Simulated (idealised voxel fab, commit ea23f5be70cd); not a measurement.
voxel capacitor over wiring: a process module
Xsec cut, 190 nm wide, square cell size 5 nm.
We lay out every cross-section as a grid of square cells and spell it out in bands from the top down, where one band means one or more rows of cells. Look at the band entry: it leads with the top's height and the bottom's height in nm. Then it lists the materials left to right, with a width in nm for each. The word "full width" on a single material says that material fills the band edge to edge. The word "air" is empty space. Zero point of the height axis is 0; under it, received wafer = one material. Lowest band: continues down indefinitely, "from 0 down". The expression "30 to 40" gives the width at the extremes of the band, the first number at its top row of cells and the second at its bottom row, with the width changing by equal amounts from each row to the next in between. No cell of the cross-section changed in a step that is given as "remains unaltered". Reported under the label "Enclosed void list" are the empty spaces having no open way to the top and comprising 8 cells or more; the notation for each is width x height at distance, in which the distance is measured from the left edge and all three values are in nm. The remark found on a step's line after its settings is issued by the simulator itself and pertains to that step. "overlay nm" denotes, for a step that has a mask, the displacement of the mask to the right of its planned place, with negative values corresponding to the left.

-- The process steps that were planned are listed below
1: RECEIVE,material Si
2: CONFORMAL_DEP,material SiO2,thk nm 15
3: DIRECTIONAL_DEP,material TiN,thk nm 5
4: DIRECTIONAL_DEP,material Ru,thk nm 20
5: DIRECTIONAL_DEP,material aC,thk nm 10
6: PATTERN,tone cover,mask id METAL_1,material resist,width nm 20,pitch nm 70,thk nm 25,overlay nm 0
7: DIRECTIONAL_ETCH,etch materials aC,depth nm 10
8: STRIP,etch materials resist
9: DIRECTIONAL_ETCH,etch materials Ru,depth nm 20
10: DIRECTIONAL_ETCH,etch materials TiN,depth nm 5
11: STRIP,etch materials aC
12: CONFORMAL_DEP,material SiN,thk nm 5
13: FILL_DEP,material SiO2,thk nm 10
14: CMP,height nm 40
15: CONFORMAL_DEP,material SiCN,thk nm 5
16: DIRECTIONAL_DEP,material lowk,thk nm 10
17: MASKED_ETCH,tone open,mask id PLUG_1,width nm 15,etch materials lowk,depth nm 10,overlay nm 0
18: MASKED_ETCH,tone open,mask id PLUG_1,width nm 15,etch materials SiCN,depth nm 5,overlay nm 0
19: EPI,material Ru,thk nm 10
20: EPI,material Ru,thk nm 5
21: DIRECTIONAL_DEP,material TiN,thk nm 5
22: DIRECTIONAL_DEP,material HfO2,thk nm 5
23: DIRECTIONAL_DEP,material TiN,thk nm 5
24: DIRECTIONAL_DEP,material aC,thk nm 10
25: PATTERN,tone cover,mask id UPPER_PLATE,material resist,width nm 55,thk nm 30,overlay nm 0
26: DIRECTIONAL_ETCH,etch materials aC,depth nm 10
27: STRIP,etch materials resist
28: DIRECTIONAL_ETCH,etch materials TiN,depth nm 5
29: DIRECTIONAL_ETCH,etch materials HfO2,depth nm 5
30: STRIP,etch materials aC
31: MASKED_ETCH,tone cover,mask id LOWER_PLATE,width nm 65,etch materials TiN,depth nm 5,overlay nm 0
32: FILL_DEP,material SiO2,thk nm 15
33: CMP,height nm 80
34: PATTERN,tone open,mask id PLUG_2,material resist,width nm 15,thk nm 15,overlay nm 0
35: DIRECTIONAL_ETCH,etch materials SiO2,depth nm 10
36: STRIP,etch materials resist
37: CONFORMAL_DEP,material TiN,thk nm 5
38: FILL_DEP,material Cu,thk nm 5
39: CMP,height nm 80
40: CONFORMAL_DEP,material SiN,thk nm 5

-- As received (post step 1): cross-section
    from 0 down  Si full width
    Enclosed void list: none

-- First of two wafers: cross-section at end of module, run per plan
    from 85 to 80  SiN full width
    from 80 to 75  65 nm SiO2  5 nm TiN  5 nm Cu  5 nm TiN  110 nm SiO2
    from 75 to 65  65 to 55 nm SiO2  15 to 55 nm TiN  110 to 80 nm SiO2
    from 65 to 60  55 nm SiO2  55 nm HfO2  80 nm SiO2
    from 60 to 55  50 nm SiO2  65 nm TiN  75 nm SiO2
    from 55 to 45  55 nm lowk  15 nm Ru  120 nm lowk
    from 45 to 40  55 nm SiCN  15 nm Ru  120 nm SiCN
    from 40 to 20  45 nm SiO2  5 nm SiN  20 nm Ru  5 nm SiN  40 nm SiO2  5 nm SiN  20 nm Ru  5 nm SiN  45 nm SiO2
    from 20 to 15  50 nm SiN  20 nm TiN  50 nm SiN  20 nm TiN  50 nm SiN
    from 15 to 0  SiO2 full width
    from 0 down  Si full width
    Enclosed void list: none

-- Cross-section, wafer two of two, end of module: same start and plan as wafer one, one error in execution
    from 85 to 80  SiN full width
    from 80 to 75  65 nm SiO2  5 nm TiN  5 nm Cu  5 nm TiN  110 nm SiO2
    from 75 to 65  65 to 55 nm SiO2  15 to 55 nm TiN  110 to 80 nm SiO2
    from 65 to 60  55 nm SiO2  55 nm HfO2  80 nm SiO2
    from 60 to 55  50 nm SiO2  65 nm TiN  75 nm SiO2
    from 55 to 45  50 nm lowk  25 nm Ru  115 nm lowk
    from 45 to 40  55 nm SiCN  15 nm Ru  120 nm SiCN
    from 40 to 20  45 nm SiO2  5 nm SiN  20 nm Ru  5 nm SiN  40 nm SiO2  5 nm SiN  20 nm Ru  5 nm SiN  45 nm SiO2
    from 20 to 15  50 nm SiN  20 nm TiN  50 nm SiN  20 nm TiN  50 nm SiN
    from 15 to 0  SiO2 full width
    from 0 down  Si full width
    Enclosed void list: none
Processing error: off-plan run, step 17, actual operation and settings MASKED_ETCH,tone open,mask id PLUG_1,width nm 25,etch materials lowk,depth nm 10,overlay nm 0
Looking at both finished wafers in cells, the second ends up ahead of or behind the first on some materials: Ru: 4 more; lowk: 4 fewer
